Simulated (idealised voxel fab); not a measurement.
process module | voxel transistor to metal
cross-section cut | 275 nm wide | cells 5 nm
A cross-section is a grid of square cells, given in bands from the top down. A band is one or more rows of cells.
Each band's line starts with the height of the band's top and of its bottom, in nm. Then come its materials from left to right, each with its width in nm. One material with "throughout" fills the band from edge to edge. "air" is empty space.
Height 0 is the level under which the wafer as received is all one material. The lowest band goes on downwards, as in "0 down".
A width such as "30 to 40" changes by the same amount from each row of cells to the next, from the band's top row to its bottom row.
"no change" after a step means that no cell of the cross-section changed.
closed voids: empty space of 8 cells or more with no open way to the top, each as width x height at its distance from the left edge, in nm
after a step's settings: what the simulator itself notes on the step
overlay nm, on a step with a mask: how far to the right of its planned place the mask lay; to the left if negative
plan
1 op RECEIVE | material Si
2 op OXIDIZE | depth nm 5
3 op CONFORMAL_DEP | material SiN | thk nm 15
4 op DIRECTIONAL_DEP | material aC | thk nm 15
5 op PATTERN | tone cover | mask id ACTIVE | material resist | width nm 105 | pitch nm 130 | thk nm 30 | overlay nm 0
6 op DIRECTIONAL_ETCH | etch materials aC | depth nm 15
7 op STRIP | etch materials resist
8 op DIRECTIONAL_ETCH | etch materials SiN | depth nm 15
9 op DIRECTIONAL_ETCH | etch materials SiO2 | depth nm 5
10 op DIRECTIONAL_ETCH | etch materials Si | depth nm 25
11 op STRIP | etch materials aC
12 op FILL_DEP | material SiO2 | thk nm 10
13 op CMP | height nm 15
14 op SELECTIVE_ETCH | etch materials SiO2 | depth nm 5
15 op STRIP | etch materials SiN
16 op SELECTIVE_ETCH | etch materials SiO2 | depth nm 5
17 op OXIDIZE | depth nm 5
18 op DIRECTIONAL_DEP | material polySi | thk nm 30
19 op DIRECTIONAL_DEP | material SiCN | thk nm 15
20 op DIRECTIONAL_DEP | material aC | thk nm 10
21 op PATTERN | tone cover | mask id GATE | material resist | width nm 25 | pitch nm 130 | thk nm 30 | overlay nm 0
22 op DIRECTIONAL_ETCH | etch materials aC | depth nm 10
23 op STRIP | etch materials resist
24 op DIRECTIONAL_ETCH | etch materials SiCN | depth nm 25
25 op DIRECTIONAL_ETCH | etch materials polySi | depth nm 40
26 op STRIP | etch materials aC
27 op CONFORMAL_DEP | material SiN | thk nm 5
28 op DIRECTIONAL_ETCH | etch materials SiN | depth nm 5
29 op DIRECTIONAL_ETCH | etch materials SiO2 | depth nm 5
30 op DIRECTIONAL_ETCH | etch materials Si | depth nm 15
31 op EPI | material pSi | thk nm 20
32 op FILL_DEP | material SiO2 | thk nm 5
33 op CMP | height nm 40
34 op DIRECTIONAL_DEP | material SiO2 | thk nm 15
35 op PATTERN | tone open | mask id CONTACT | material resist | width nm 30 | pitch nm 65 | thk nm 15 | overlay nm 0
36 op DIRECTIONAL_ETCH | etch materials SiO2 | depth nm 60
37 op STRIP | etch materials resist
38 op CONFORMAL_DEP | material TiN | thk nm 5
39 op FILL_DEP | material W | thk nm 5
40 op CMP | height nm 55
41 op DIRECTIONAL_DEP | material TiN | thk nm 5
42 op DIRECTIONAL_DEP | material W | thk nm 25
43 op MASKED_ETCH | tone cover | mask id METAL_1 | width nm 15 | etch materials W | depth nm 25 | overlay nm 0
44 op MASKED_ETCH | tone cover | mask id METAL_1 | width nm 15 | etch materials TiN | depth nm 5 | overlay nm 0
45 op CONFORMAL_DEP | material SiCN | thk nm 5
46 op FILL_DEP | material SiO2 | thk nm 5
47 op CMP | height nm 85
48 op CONFORMAL_DEP | material SiN | thk nm 5
first wafer, as planned
as received, after step 1
  0 down: Si throughout
  closed voids: none
after step 2
  0 to -5: SiO2 throughout
  below -5: unchanged
after step 3
  15 to 0: SiN throughout
  below 0: unchanged
after step 4
  30 to 15: aC throughout
  below 15: unchanged
after step 5
  60 to 30: air 20 | resist 105 | air 25 | resist 105 | air 20
  below 30: unchanged
after step 6
  45 to 30: air 20 | resist 105 | air 25 | resist 105 | air 20
  30 to 15: air 20 | aC 105 | air 25 | aC 105 | air 20
  below 15: unchanged
after step 7
  30 to 15: air 20 | aC 105 | air 25 | aC 105 | air 20
  below 15: unchanged
after step 8
  30 to 15: air 20 | aC 105 | air 25 | aC 105 | air 20
  15 to 0: air 20 | SiN 105 | air 25 | SiN 105 | air 20
  below 0: unchanged
after step 9
  30 to 15: air 20 | aC 105 | air 25 | aC 105 | air 20
  15 to 0: air 20 | SiN 105 | air 25 | SiN 105 | air 20
  0 to -5: air 20 | SiO2 105 | air 25 | SiO2 105 | air 20
  below -5: unchanged
after step 10
  30 to 15: air 20 | aC 105 | air 25 | aC 105 | air 20
  15 to 0: air 20 | SiN 105 | air 25 | SiN 105 | air 20
  0 to -5: air 20 | SiO2 105 | air 25 | SiO2 105 | air 20
  -5 to -30: air 20 | Si 105 | air 25 | Si 105 | air 20
  below -30: unchanged
after step 11
  15 to 0: air 20 | SiN 105 | air 25 | SiN 105 | air 20
  below 0: unchanged
after step 12
  25 to 15: SiO2 throughout
  15 to 0: SiO2 20 | SiN 105 | SiO2 25 | SiN 105 | SiO2 20
  0 to -5: SiO2 throughout
  -5 to -30: SiO2 20 | Si 105 | SiO2 25 | Si 105 | SiO2 20
  below -30: unchanged
after step 13
  15 to 0: SiO2 20 | SiN 105 | SiO2 25 | SiN 105 | SiO2 20
  below 0: unchanged
after step 14
  15 to 10: air 20 | SiN 105 | air 25 | SiN 105 | air 20
  below 10: unchanged
after step 15
  10 to 0: SiO2 20 | air 105 | SiO2 25 | air 105 | SiO2 20
  below 0: unchanged
after step 16
  5 to -5: SiO2 15 | air 115 | SiO2 15 | air 115 | SiO2 15
  below -5: unchanged
after step 17
  5 to -5: SiO2 15 | air 115 | SiO2 15 | air 115 | SiO2 15
  -5 to -10: SiO2 throughout
  below -10: unchanged
after step 18
  35 to 25: polySi 15 | air 115 | polySi 15 | air 115 | polySi 15
  25 to 5: polySi throughout
  5 to -5: SiO2 15 | polySi 115 | SiO2 15 | polySi 115 | SiO2 15
  below -5: unchanged
after step 19
  50 to 40: SiCN 15 | air 115 | SiCN 15 | air 115 | SiCN 15
  40 to 35: SiCN throughout
  35 to 25: polySi 15 | SiCN 115 | polySi 15 | SiCN 115 | polySi 15
  below 25: unchanged
after step 20
  60 to 50: aC 15 | air 115 | aC 15 | air 115 | aC 15
  50 to 40: SiCN 15 | aC 115 | SiCN 15 | aC 115 | SiCN 15
  below 40: unchanged
after step 21
  90 to 60: air 60 | resist 25 | air 105 | resist 25 | air 60
  60 to 50: aC 15 | air 45 | resist 25 | air 45 | aC 15 | air 45 | resist 25 | air 45 | aC 15
  below 50: unchanged
after step 22
  80 to 50: air 60 | resist 25 | air 105 | resist 25 | air 60
  50 to 40: SiCN 15 | air 45 | aC 25 | air 45 | SiCN 15 | air 45 | aC 25 | air 45 | SiCN 15
  below 40: unchanged
after step 23
  50 to 40: SiCN 15 | air 45 | aC 25 | air 45 | SiCN 15 | air 45 | aC 25 | air 45 | SiCN 15
  below 40: unchanged
after step 24
  50 to 40: air 60 | aC 25 | air 105 | aC 25 | air 60
  40 to 35: air 60 | SiCN 25 | air 105 | SiCN 25 | air 60
  35 to 25: polySi 15 | air 45 | SiCN 25 | air 45 | polySi 15 | air 45 | SiCN 25 | air 45 | polySi 15
  below 25: unchanged
after step 25
  50 to 40: air 60 | aC 25 | air 105 | aC 25 | air 60
  40 to 25: air 60 | SiCN 25 | air 105 | SiCN 25 | air 60
  25 to 5: air 60 | polySi 25 | air 105 | polySi 25 | air 60
  5 to -5: SiO2 15 | air 45 | polySi 25 | air 45 | SiO2 15 | air 45 | polySi 25 | air 45 | SiO2 15
  below -5: unchanged
after step 26
  40 to 25: air 60 | SiCN 25 | air 105 | SiCN 25 | air 60
  below 25: unchanged
after step 27
  45 to 40: air 55 | SiN 35 | air 95 | SiN 35 | air 55
  40 to 25: air 55 | SiN 5 | SiCN 25 | SiN 5 | air 95 | SiN 5 | SiCN 25 | SiN 5 | air 55
  25 to 10: air 55 | SiN 5 | polySi 25 | SiN 5 | air 95 | SiN 5 | polySi 25 | SiN 5 | air 55
  10 to 5: SiN 20 | air 35 | SiN 5 | polySi 25 | SiN 5 | air 35 | SiN 25 | air 35 | SiN 5 | polySi 25 | SiN 5 | air 35 | SiN 20
  5 to 0: SiO2 15 | SiN 5 | air 35 | SiN 5 | polySi 25 | SiN 5 | air 35 | SiN 5 | SiO2 15 | SiN 5 | air 35 | SiN 5 | polySi 25 | SiN 5 | air 35 | SiN 5 | SiO2 15
  0 to -5: SiO2 15 | SiN 45 | polySi 25 | SiN 45 | SiO2 15 | SiN 45 | polySi 25 | SiN 45 | SiO2 15
  below -5: unchanged
after step 28
  40 to 25: air 55 | SiN 5 | SiCN 25 | SiN 5 | air 95 | SiN 5 | SiCN 25 | SiN 5 | air 55
  25 to 5: air 55 | SiN 5 | polySi 25 | SiN 5 | air 95 | SiN 5 | polySi 25 | SiN 5 | air 55
  5 to -5: SiO2 15 | SiN 5 | air 35 | SiN 5 | polySi 25 | SiN 5 | air 35 | SiN 5 | SiO2 15 | SiN 5 | air 35 | SiN 5 | polySi 25 | SiN 5 | air 35 | SiN 5 | SiO2 15
  below -5: unchanged
after step 29
  40 to 25: air 55 | SiN 5 | SiCN 25 | SiN 5 | air 95 | SiN 5 | SiCN 25 | SiN 5 | air 55
  25 to 5: air 55 | SiN 5 | polySi 25 | SiN 5 | air 95 | SiN 5 | polySi 25 | SiN 5 | air 55
  5 to 0: air 15 | SiN 5 | air 35 | SiN 5 | polySi 25 | SiN 5 | air 35 | SiN 5 | air 15 | SiN 5 | air 35 | SiN 5 | polySi 25 | SiN 5 | air 35 | SiN 5 | air 15
  0 to -5: SiO2 15 | SiN 5 | air 35 | SiN 5 | polySi 25 | SiN 5 | air 35 | SiN 5 | SiO2 15 | SiN 5 | air 35 | SiN 5 | polySi 25 | SiN 5 | air 35 | SiN 5 | SiO2 15
  -5 to -10: SiO2 20 | air 35 | SiO2 35 | air 35 | SiO2 25 | air 35 | SiO2 35 | air 35 | SiO2 20
  below -10: unchanged
after step 30
  40 to 25: air 55 | SiN 5 | SiCN 25 | SiN 5 | air 95 | SiN 5 | SiCN 25 | SiN 5 | air 55
  25 to 5: air 55 | SiN 5 | polySi 25 | SiN 5 | air 95 | SiN 5 | polySi 25 | SiN 5 | air 55
  5 to 0: air 15 | SiN 5 | air 35 | SiN 5 | polySi 25 | SiN 5 | air 35 | SiN 5 | air 15 | SiN 5 | air 35 | SiN 5 | polySi 25 | SiN 5 | air 35 | SiN 5 | air 15
  0 to -5: SiO2 15 | SiN 5 | air 35 | SiN 5 | polySi 25 | SiN 5 | air 35 | SiN 5 | SiO2 15 | SiN 5 | air 35 | SiN 5 | polySi 25 | SiN 5 | air 35 | SiN 5 | SiO2 15
  -5 to -10: SiO2 20 | air 35 | SiO2 35 | air 35 | SiO2 25 | air 35 | SiO2 35 | air 35 | SiO2 20
  -10 to -25: SiO2 20 | air 35 | Si 35 | air 35 | SiO2 25 | air 35 | Si 35 | air 35 | SiO2 20
  below -25: unchanged
after step 31
  40 to 25: air 55 | SiN 5 | SiCN 25 | SiN 5 | air 95 | SiN 5 | SiCN 25 | SiN 5 | air 55
  25 to 10: air 55 | SiN 5 | polySi 25 | SiN 5 | air 95 | SiN 5 | polySi 25 | SiN 5 | air 55
  10 to 5: air 35 | pSi 20 | SiN 5 | polySi 25 | SiN 5 | pSi 20 | air 55 | pSi 20 | SiN 5 | polySi 25 | SiN 5 | pSi 20 | air 35
  5 to 0: air 15 | SiN 5 | air 15 | pSi 20 | SiN 5 | polySi 25 | SiN 5 | pSi 20 | air 15 | SiN 5 | air 15 | SiN 5 | air 15 | pSi 20 | SiN 5 | polySi 25 | SiN 5 | pSi 20 | air 15 | SiN 5 | air 15
  0 to -5: SiO2 15 | SiN 5 | air 15 | pSi 20 | SiN 5 | polySi 25 | SiN 5 | pSi 20 | air 15 | SiN 5 | SiO2 15 | SiN 5 | air 15 | pSi 20 | SiN 5 | polySi 25 | SiN 5 | pSi 20 | air 15 | SiN 5 | SiO2 15
  -5 to -10: SiO2 20 | pSi 35 | SiO2 35 | pSi 35 | SiO2 25 | pSi 35 | SiO2 35 | pSi 35 | SiO2 20
  -10 to -25: SiO2 20 | pSi 35 | Si 35 | pSi 35 | SiO2 25 | pSi 35 | Si 35 | pSi 35 | SiO2 20
  below -25: unchanged
after step 32
  45 to 40: SiO2 throughout
  40 to 25: SiO2 55 | SiN 5 | SiCN 25 | SiN 5 | SiO2 95 | SiN 5 | SiCN 25 | SiN 5 | SiO2 55
  25 to 10: SiO2 55 | SiN 5 | polySi 25 | SiN 5 | SiO2 95 | SiN 5 | polySi 25 | SiN 5 | SiO2 55
  10 to 5: SiO2 35 | pSi 20 | SiN 5 | polySi 25 | SiN 5 | pSi 20 | SiO2 55 | pSi 20 | SiN 5 | polySi 25 | SiN 5 | pSi 20 | SiO2 35
  5 to -5: SiO2 15 | SiN 5 | SiO2 15 | pSi 20 | SiN 5 | polySi 25 | SiN 5 | pSi 20 | SiO2 15 | SiN 5 | SiO2 15 | SiN 5 | SiO2 15 | pSi 20 | SiN 5 | polySi 25 | SiN 5 | pSi 20 | SiO2 15 | SiN 5 | SiO2 15
  below -5: unchanged
after step 33
  40 to 25: SiO2 55 | SiN 5 | SiCN 25 | SiN 5 | SiO2 95 | SiN 5 | SiCN 25 | SiN 5 | SiO2 55
  below 25: unchanged
after step 34
  55 to 40: SiO2 throughout
  below 40: unchanged
after step 35
  70 to 55: resist 25 | air 30 | resist 35 | air 30 | resist 35 | air 30 | resist 35 | air 30 | resist 25
  below 55: unchanged
after step 36
  70 to 55: resist 25 | air 30 | resist 35 | air 30 | resist 35 | air 30 | resist 35 | air 30 | resist 25
  55 to 40: SiO2 25 | air 30 | SiO2 35 | air 30 | SiO2 35 | air 30 | SiO2 35 | air 30 | SiO2 25
  40 to 25: SiO2 25 | air 30 | SiN 5 | SiCN 25 | SiN 5 | air 30 | SiO2 35 | air 30 | SiN 5 | SiCN 25 | SiN 5 | air 30 | SiO2 25
  25 to 10: SiO2 25 | air 30 | SiN 5 | polySi 25 | SiN 5 | air 30 | SiO2 35 | air 30 | SiN 5 | polySi 25 | SiN 5 | air 30 | SiO2 25
  10 to 5: SiO2 25 | air 10 | pSi 20 | SiN 5 | polySi 25 | SiN 5 | pSi 20 | air 10 | SiO2 35 | air 10 | pSi 20 | SiN 5 | polySi 25 | SiN 5 | pSi 20 | air 10 | SiO2 25
  5 to -5: SiO2 15 | SiN 5 | SiO2 5 | air 10 | pSi 20 | SiN 5 | polySi 25 | SiN 5 | pSi 20 | air 10 | SiO2 5 | SiN 5 | SiO2 15 | SiN 5 | SiO2 5 | air 10 | pSi 20 | SiN 5 | polySi 25 | SiN 5 | pSi 20 | air 10 | SiO2 5 | SiN 5 | SiO2 15
  below -5: unchanged
after step 37
  55 to 40: SiO2 25 | air 30 | SiO2 35 | air 30 | SiO2 35 | air 30 | SiO2 35 | air 30 | SiO2 25
  below 40: unchanged
after step 38
  60 to 55: TiN 30 | air 20 | TiN 45 | air 20 | TiN 45 | air 20 | TiN 45 | air 20 | TiN 30
  55 to 40: SiO2 25 | TiN 5 | air 20 | TiN 5 | SiO2 35 | TiN 5 | air 20 | TiN 5 | SiO2 35 | TiN 5 | air 20 | TiN 5 | SiO2 35 | TiN 5 | air 20 | TiN 5 | SiO2 25
  40 to 25: SiO2 25 | TiN 5 | air 20 | TiN 5 | SiN 5 | SiCN 25 | SiN 5 | TiN 5 | air 20 | TiN 5 | SiO2 35 | TiN 5 | air 20 | TiN 5 | SiN 5 | SiCN 25 | SiN 5 | TiN 5 | air 20 | TiN 5 | SiO2 25
  25 to 15: SiO2 25 | TiN 5 | air 20 | TiN 5 | SiN 5 | polySi 25 | SiN 5 | TiN 5 | air 20 | TiN 5 | SiO2 35 | TiN 5 | air 20 | TiN 5 | SiN 5 | polySi 25 | SiN 5 | TiN 5 | air 20 | TiN 5 | SiO2 25
  15 to 10: SiO2 25 | TiN 30 | SiN 5 | polySi 25 | SiN 5 | TiN 30 | SiO2 35 | TiN 30 | SiN 5 | polySi 25 | SiN 5 | TiN 30 | SiO2 25
  10 to 5: SiO2 25 | TiN 10 | pSi 20 | SiN 5 | polySi 25 | SiN 5 | pSi 20 | TiN 10 | SiO2 35 | TiN 10 | pSi 20 | SiN 5 | polySi 25 | SiN 5 | pSi 20 | TiN 10 | SiO2 25
  5 to -5: SiO2 15 | SiN 5 | SiO2 5 | TiN 10 | pSi 20 | SiN 5 | polySi 25 | SiN 5 | pSi 20 | TiN 10 | SiO2 5 | SiN 5 | SiO2 15 | SiN 5 | SiO2 5 | TiN 10 | pSi 20 | SiN 5 | polySi 25 | SiN 5 | pSi 20 | TiN 10 | SiO2 5 | SiN 5 | SiO2 15
  below -5: unchanged
after step 39
  65 to 60: W throughout
  60 to 55: TiN 30 | W 20 | TiN 45 | W 20 | TiN 45 | W 20 | TiN 45 | W 20 | TiN 30
  55 to 40: SiO2 25 | TiN 5 | W 20 | TiN 5 | SiO2 35 | TiN 5 | W 20 | TiN 5 | SiO2 35 | TiN 5 | W 20 | TiN 5 | SiO2 35 | TiN 5 | W 20 | TiN 5 | SiO2 25
  40 to 25: SiO2 25 | TiN 5 | W 20 | TiN 5 | SiN 5 | SiCN 25 | SiN 5 | TiN 5 | W 20 | TiN 5 | SiO2 35 | TiN 5 | W 20 | TiN 5 | SiN 5 | SiCN 25 | SiN 5 | TiN 5 | W 20 | TiN 5 | SiO2 25
  25 to 15: SiO2 25 | TiN 5 | W 20 | TiN 5 | SiN 5 | polySi 25 | SiN 5 | TiN 5 | W 20 | TiN 5 | SiO2 35 | TiN 5 | W 20 | TiN 5 | SiN 5 | polySi 25 | SiN 5 | TiN 5 | W 20 | TiN 5 | SiO2 25
  below 15: unchanged
after step 40
  55 to 40: SiO2 25 | TiN 5 | W 20 | TiN 5 | SiO2 35 | TiN 5 | W 20 | TiN 5 | SiO2 35 | TiN 5 | W 20 | TiN 5 | SiO2 35 | TiN 5 | W 20 | TiN 5 | SiO2 25
  below 40: unchanged
after step 41
  60 to 55: TiN throughout
  below 55: unchanged
after step 42
  85 to 60: W throughout
  below 60: unchanged
after step 43
  85 to 60: air 25 | W 15 | air 65 | W 15 | air 35 | W 15 | air 65 | W 15 | air 25
  below 60: unchanged
after step 44
  85 to 60: air 25 | W 15 | air 65 | W 15 | air 35 | W 15 | air 65 | W 15 | air 25
  60 to 55: air 25 | TiN 15 | air 65 | TiN 15 | air 35 | TiN 15 | air 65 | TiN 15 | air 25
  below 55: unchanged
after step 45
  90 to 85: air 20 | SiCN 25 | air 55 | SiCN 25 | air 25 | SiCN 25 | air 55 | SiCN 25 | air 20
  85 to 60: air 20 | SiCN 5 | W 15 | SiCN 5 | air 55 | SiCN 5 | W 15 | SiCN 5 | air 25 | SiCN 5 | W 15 | SiCN 5 | air 55 | SiCN 5 | W 15 | SiCN 5 | air 20
  60 to 55: SiCN 25 | TiN 15 | SiCN 65 | TiN 15 | SiCN 35 | TiN 15 | SiCN 65 | TiN 15 | SiCN 25
  below 55: unchanged
after step 46
  95 to 90: SiO2 throughout
  90 to 85: SiO2 20 | SiCN 25 | SiO2 55 | SiCN 25 | SiO2 25 | SiCN 25 | SiO2 55 | SiCN 25 | SiO2 20
  85 to 60: SiO2 20 | SiCN 5 | W 15 | SiCN 5 | SiO2 55 | SiCN 5 | W 15 | SiCN 5 | SiO2 25 | SiCN 5 | W 15 | SiCN 5 | SiO2 55 | SiCN 5 | W 15 | SiCN 5 | SiO2 20
  below 60: unchanged
after step 47
  85 to 60: SiO2 20 | SiCN 5 | W 15 | SiCN 5 | SiO2 55 | SiCN 5 | W 15 | SiCN 5 | SiO2 25 | SiCN 5 | W 15 | SiCN 5 | SiO2 55 | SiCN 5 | W 15 | SiCN 5 | SiO2 20
  below 60: unchanged
after step 48
  90 to 85: SiN throughout
  below 85: unchanged
second wafer: like start, like plan, one mistake. Through step 34 it matches the first wafer
when step 35 should have ended
  70 to 55: air 25 | resist 30 | air 35 | resist 30 | air 35 | resist 30 | air 35 | resist 30 | air 25
  below 55: unchanged
when step 36 should have ended
  70 to 55: air 25 | resist 30 | air 35 | resist 30 | air 35 | resist 30 | air 35 | resist 30 | air 25
  55 to 40: air 25 | SiO2 30 | air 35 | SiO2 30 | air 35 | SiO2 30 | air 35 | SiO2 30 | air 25
  40 to 25: air 25 | SiO2 30 | SiN 5 | SiCN 25 | SiN 5 | SiO2 30 | air 35 | SiO2 30 | SiN 5 | SiCN 25 | SiN 5 | SiO2 30 | air 25
  25 to 10: air 25 | SiO2 30 | SiN 5 | polySi 25 | SiN 5 | SiO2 30 | air 35 | SiO2 30 | SiN 5 | polySi 25 | SiN 5 | SiO2 30 | air 25
  10 to 5: air 25 | SiO2 10 | pSi 20 | SiN 5 | polySi 25 | SiN 5 | pSi 20 | SiO2 10 | air 35 | SiO2 10 | pSi 20 | SiN 5 | polySi 25 | SiN 5 | pSi 20 | SiO2 10 | air 25
  5 to -5: air 15 | SiN 5 | air 5 | SiO2 10 | pSi 20 | SiN 5 | polySi 25 | SiN 5 | pSi 20 | SiO2 10 | air 5 | SiN 5 | air 15 | SiN 5 | air 5 | SiO2 10 | pSi 20 | SiN 5 | polySi 25 | SiN 5 | pSi 20 | SiO2 10 | air 5 | SiN 5 | air 15
  below -5: unchanged
when step 37 should have ended
  55 to 40: air 25 | SiO2 30 | air 35 | SiO2 30 | air 35 | SiO2 30 | air 35 | SiO2 30 | air 25
  below 40: unchanged
when step 38 should have ended
  60 to 55: air 20 | TiN 40 | air 25 | TiN 40 | air 25 | TiN 40 | air 25 | TiN 40 | air 20
  55 to 45: air 20 | TiN 5 | SiO2 30 | TiN 5 | air 25 | TiN 5 | SiO2 30 | TiN 5 | air 25 | TiN 5 | SiO2 30 | TiN 5 | air 25 | TiN 5 | SiO2 30 | TiN 5 | air 20
  45 to 40: air 20 | TiN 5 | SiO2 30 | TiN 35 | SiO2 30 | TiN 5 | air 25 | TiN 5 | SiO2 30 | TiN 35 | SiO2 30 | TiN 5 | air 20
  40 to 25: air 20 | TiN 5 | SiO2 30 | SiN 5 | SiCN 25 | SiN 5 | SiO2 30 | TiN 5 | air 25 | TiN 5 | SiO2 30 | SiN 5 | SiCN 25 | SiN 5 | SiO2 30 | TiN 5 | air 20
  25 to 10: air 20 | TiN 5 | SiO2 30 | SiN 5 | polySi 25 | SiN 5 | SiO2 30 | TiN 5 | air 25 | TiN 5 | SiO2 30 | SiN 5 | polySi 25 | SiN 5 | SiO2 30 | TiN 5 | air 20
  10 to 5: air 10 | TiN 15 | SiO2 10 | pSi 20 | SiN 5 | polySi 25 | SiN 5 | pSi 20 | SiO2 10 | TiN 15 | air 5 | TiN 15 | SiO2 10 | pSi 20 | SiN 5 | polySi 25 | SiN 5 | pSi 20 | SiO2 10 | TiN 15 | air 10
  5 to 0: air 10 | TiN 5 | SiN 5 | TiN 5 | SiO2 10 | pSi 20 | SiN 5 | polySi 25 | SiN 5 | pSi 20 | SiO2 10 | TiN 5 | SiN 5 | TiN 5 | air 5 | TiN 5 | SiN 5 | TiN 5 | SiO2 10 | pSi 20 | SiN 5 | polySi 25 | SiN 5 | pSi 20 | SiO2 10 | TiN 5 | SiN 5 | TiN 5 | air 10
  0 to -5: TiN 15 | SiN 5 | TiN 5 | SiO2 10 | pSi 20 | SiN 5 | polySi 25 | SiN 5 | pSi 20 | SiO2 10 | TiN 5 | SiN 5 | TiN 15 | SiN 5 | TiN 5 | SiO2 10 | pSi 20 | SiN 5 | polySi 25 | SiN 5 | pSi 20 | SiO2 10 | TiN 5 | SiN 5 | TiN 15
  below -5: unchanged
when step 39 should have ended
  65 to 60: W throughout
  60 to 55: W 20 | TiN 40 | W 25 | TiN 40 | W 25 | TiN 40 | W 25 | TiN 40 | W 20
  55 to 45: W 20 | TiN 5 | SiO2 30 | TiN 5 | W 25 | TiN 5 | SiO2 30 | TiN 5 | W 25 | TiN 5 | SiO2 30 | TiN 5 | W 25 | TiN 5 | SiO2 30 | TiN 5 | W 20
  45 to 40: W 20 | TiN 5 | SiO2 30 | TiN 35 | SiO2 30 | TiN 5 | W 25 | TiN 5 | SiO2 30 | TiN 35 | SiO2 30 | TiN 5 | W 20
  40 to 25: W 20 | TiN 5 | SiO2 30 | SiN 5 | SiCN 25 | SiN 5 | SiO2 30 | TiN 5 | W 25 | TiN 5 | SiO2 30 | SiN 5 | SiCN 25 | SiN 5 | SiO2 30 | TiN 5 | W 20
  25 to 10: W 20 | TiN 5 | SiO2 30 | SiN 5 | polySi 25 | SiN 5 | SiO2 30 | TiN 5 | W 25 | TiN 5 | SiO2 30 | SiN 5 | polySi 25 | SiN 5 | SiO2 30 | TiN 5 | W 20
  10 to 5: W 10 | TiN 15 | SiO2 10 | pSi 20 | SiN 5 | polySi 25 | SiN 5 | pSi 20 | SiO2 10 | TiN 15 | W 5 | TiN 15 | SiO2 10 | pSi 20 | SiN 5 | polySi 25 | SiN 5 | pSi 20 | SiO2 10 | TiN 15 | W 10
  5 to 0: W 10 | TiN 5 | SiN 5 | TiN 5 | SiO2 10 | pSi 20 | SiN 5 | polySi 25 | SiN 5 | pSi 20 | SiO2 10 | TiN 5 | SiN 5 | TiN 5 | W 5 | TiN 5 | SiN 5 | TiN 5 | SiO2 10 | pSi 20 | SiN 5 | polySi 25 | SiN 5 | pSi 20 | SiO2 10 | TiN 5 | SiN 5 | TiN 5 | W 10
  below 0: unchanged
when step 40 should have ended
  55 to 45: W 20 | TiN 5 | SiO2 30 | TiN 5 | W 25 | TiN 5 | SiO2 30 | TiN 5 | W 25 | TiN 5 | SiO2 30 | TiN 5 | W 25 | TiN 5 | SiO2 30 | TiN 5 | W 20
  below 45: unchanged
when step 41 should have ended
  60 to 55: TiN throughout
  below 55: unchanged
when step 42 should have ended
  85 to 60: W throughout
  below 60: unchanged
when step 43 should have ended
  85 to 60: air 25 | W 15 | air 65 | W 15 | air 35 | W 15 | air 65 | W 15 | air 25
  below 60: unchanged
when step 44 should have ended
  85 to 60: air 25 | W 15 | air 65 | W 15 | air 35 | W 15 | air 65 | W 15 | air 25
  60 to 55: air 25 | TiN 15 | air 65 | TiN 15 | air 35 | TiN 15 | air 65 | TiN 15 | air 25
  below 55: unchanged
when step 45 should have ended
  90 to 85: air 20 | SiCN 25 | air 55 | SiCN 25 | air 25 | SiCN 25 | air 55 | SiCN 25 | air 20
  85 to 60: air 20 | SiCN 5 | W 15 | SiCN 5 | air 55 | SiCN 5 | W 15 | SiCN 5 | air 25 | SiCN 5 | W 15 | SiCN 5 | air 55 | SiCN 5 | W 15 | SiCN 5 | air 20
  60 to 55: SiCN 25 | TiN 15 | SiCN 65 | TiN 15 | SiCN 35 | TiN 15 | SiCN 65 | TiN 15 | SiCN 25
  below 55: unchanged
when step 46 should have ended
  95 to 90: SiO2 throughout
  90 to 85: SiO2 20 | SiCN 25 | SiO2 55 | SiCN 25 | SiO2 25 | SiCN 25 | SiO2 55 | SiCN 25 | SiO2 20
  85 to 60: SiO2 20 | SiCN 5 | W 15 | SiCN 5 | SiO2 55 | SiCN 5 | W 15 | SiCN 5 | SiO2 25 | SiCN 5 | W 15 | SiCN 5 | SiO2 55 | SiCN 5 | W 15 | SiCN 5 | SiO2 20
  below 60: unchanged
when step 47 should have ended
  85 to 60: SiO2 20 | SiCN 5 | W 15 | SiCN 5 | SiO2 55 | SiCN 5 | W 15 | SiCN 5 | SiO2 25 | SiCN 5 | W 15 | SiCN 5 | SiO2 55 | SiCN 5 | W 15 | SiCN 5 | SiO2 20
  below 60: unchanged
when step 48 should have ended
  90 to 85: SiN throughout
  below 85: unchanged
what went wrong: step 35 ran as: op PATTERN | tone cover | mask id CONTACT | material resist | width nm 30 | pitch nm 65 | thk nm 15 | overlay nm 0
at the end the second wafer has, in cells: 2 more of SiO2 | 21 fewer of TiN | 19 more of W
